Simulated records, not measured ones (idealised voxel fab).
Module name: voxel self aligned contacts (process module)
Each square cell in cross-section cut measures 5 nm, and the section as a whole is 245 nm wide.
A cross-section is written here as square cells arranged in a grid, and it is given in bands from the top down, each band taking up one or more rows of cells.
In this notation a band is specified by the heights of its top and bottom, in that order and in nm, after which its materials appear from left to right, each paired with its width in nm. The word "full width" attached to a single material means that material fills the band from edge to edge; the word "empty" stands for empty space.
The level at which height equals 0 is the one under which the wafer, as it arrives, is entirely one material. No lower edge exists for the bottom band, which continues downward and is notated as in "from 0 down".
Think of "30..40" as a width that walks from the first number to the second as you go down the band, top row to bottom row, taking equal-sized steps from row to row.
Step marked "remained unchanged"? Then no cell in the cross-section changed in it.
Voids not open to the top, 8 cells minimum: see "Unvented voids". Written width x height at distance; distance is from the left edge; nm.
Heads up: the bit after the settings on a step's line is the simulator's remark on that step.
"overlay nm" answers the question of how far to the right of plan the mask lay on a step that has a mask, and when it is negative the answer is to the left.

PLAN
- 1: RECEIVE,material Si
- 2: OXIDIZE,depth nm 5
- 3: DIRECTIONAL_DEP,material polySi,thk nm 25
- 4: DIRECTIONAL_DEP,material SiN,thk nm 15
- 5: DIRECTIONAL_DEP,material aC,thk nm 15
- 6: PATTERN,tone cover,mask id GATE,material resist,width nm 35,pitch nm 70,thk nm 35,overlay nm 0
- 7: DIRECTIONAL_ETCH,etch materials aC,depth nm 15
- 8: STRIP,etch materials resist
- 9: DIRECTIONAL_ETCH,etch materials SiN,depth nm 15
- 10: DIRECTIONAL_ETCH,etch materials polySi,depth nm 25
- 11: STRIP,etch materials aC
- 12: CONFORMAL_DEP,material SiN,thk nm 5
- 13: DIRECTIONAL_ETCH,etch materials SiN,depth nm 5
- 14: FILL_DEP,material SiO2,thk nm 10
- 15: CMP,height nm 45
- 16: PATTERN,tone open,mask id CONTACT,material resist,width nm 55,thk nm 15,overlay nm 0
- 17: DIRECTIONAL_ETCH,etch materials SiO2,depth nm 50
- 18: STRIP,etch materials resist
- 19: CONFORMAL_DEP,material TiN,thk nm 5
- 20: FILL_DEP,material W,thk nm 10
- 21: CMP,height nm 45
- 22: CONFORMAL_DEP,material SiN,thk nm 5

CROSS-SECTION OF THE WAFER AT RECEIPT, WHICH IS THE CONDITION AFTER STEP 1
> from 0 down: Si full width
> Unvented voids: none

MODULE COMPLETE - CROSS-SECTION OF THE FIRST OF TWO WAFERS, RUN ACCORDING TO PLAN
> from 50 to 45: SiN full width
> from 45 to 40: SiO2 (95), then TiN (20), then W (15), then TiN (20), then SiO2 (95)
> from 40 to 25: SiO2 (65), then SiN (45), then TiN (5), then W (15), then TiN (5), then SiN (45), then SiO2 (65)
> from 25 to 0: SiO2 (65), then SiN (5), then polySi (35), then SiN (5), then TiN (5), then W (15), then TiN (5), then SiN (5), then polySi (35), then SiN (5), then SiO2 (65)
> from 0 to -5: SiO2 (110), then TiN (25), then SiO2 (110)
> from -5 down: Si full width
> Unvented voids: none

CROSS-SECTION AT END OF MODULE FOR THE SECOND WAFER OF TWO, WHICH MATCHED THE FIRST IN STARTING POINT AND PLAN AND DIFFERED BY ONE MISTAKE IN ITS PROCESSING
> from 50 to 45: SiN full width
> from 45 to 40: SiO2 (100), then TiN (15), then W (15), then TiN (15), then SiO2 (100)
> from 40 to 25: SiO2 (65), then SiN (45), then TiN (5), then W (15), then TiN (5), then SiN (45), then SiO2 (65)
> from 25 to 0: SiO2 (65), then SiN (5), then polySi (35), then SiN (5), then TiN (5), then W (15), then TiN (5), then SiN (5), then polySi (35), then SiN (5), then SiO2 (65)
> from 0 to -5: SiO2 (110), then TiN (25), then SiO2 (110)
> from -5 down: Si full width
> Unvented voids: none
Here's what went sideways: step 16 did not happen as planned, as run it was PATTERN,tone open,mask id CONTACT,material resist,width nm 45,thk nm 15,overlay nm 0
Cell-count delta at end, second wafer over first, by material: SiO2: 2 more | TiN: 2 fewer
